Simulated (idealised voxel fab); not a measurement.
process module | voxel released beams
cross-section cut | 250 nm wide | cells 5 nm
A cross-section is a grid of square cells, given in bands from the top down. A band is one or more rows of cells.
Each band's line starts with the height of the band's top and of its bottom, in nm. Then come its materials from left to right, each with its width in nm. One material with "throughout" fills the band from edge to edge. "air" is empty space.
Height 0 is the level under which the wafer as received is all one material. The lowest band goes on downwards, as in "0 down".
A width such as "30 to 40" changes by the same amount from each row of cells to the next, from the band's top row to its bottom row.
"no change" after a step means that no cell of the cross-section changed.
closed voids: empty space of 8 cells or more with no open way to the top, each as width x height at its distance from the left edge, in nm
after a step's settings: what the simulator itself notes on the step
overlay nm, on a step with a mask: how far to the right of its planned place the mask lay; to the left if negative
plan
1 op RECEIVE | material Si
2 op CONFORMAL_DEP | material SiN | thk nm 5
3 op DIRECTIONAL_DEP | material SiO2 | thk nm 20
4 op PATTERN | tone open | mask id ANCHOR | material resist | width nm 45 | thk nm 15 | overlay nm 0
5 op DIRECTIONAL_ETCH | etch materials SiO2 | depth nm 20
6 op STRIP | etch materials resist
7 op CONFORMAL_DEP | material TiN | thk nm 15
8 op MASKED_ETCH | tone cover | mask id BEAM | width nm 130 | etch materials TiN | depth nm 15 | overlay nm 0
9 op STRIP | etch materials SiO2
as received, after step 1
  0 down: Si throughout
  closed voids: none
first wafer at the end, as planned
  40 to 25: air 55 | TiN 20 | air 15 | TiN 95 | air 65
  25 to 20: air 60 | TiN 15 | air 15 | TiN 15 | air 145
  20 to 5: air 60 | TiN 45 | air 145
  5 to 0: SiN throughout
  0 down: Si throughout
  closed voids: none
second wafer at the end: like start, like plan, one mistake
  25 to 5: air 60 | TiN 15 | air 15 | TiN 15 | air 145
  5 to 0: SiN throughout
  0 down: Si throughout
  closed voids: none
what went wrong: step 8 ran as: op MASKED_ETCH | tone open | mask id BEAM | width nm 130 | etch materials TiN | depth nm 15 | overlay nm 0
at the end the second wafer has, in cells: 78 fewer of TiN
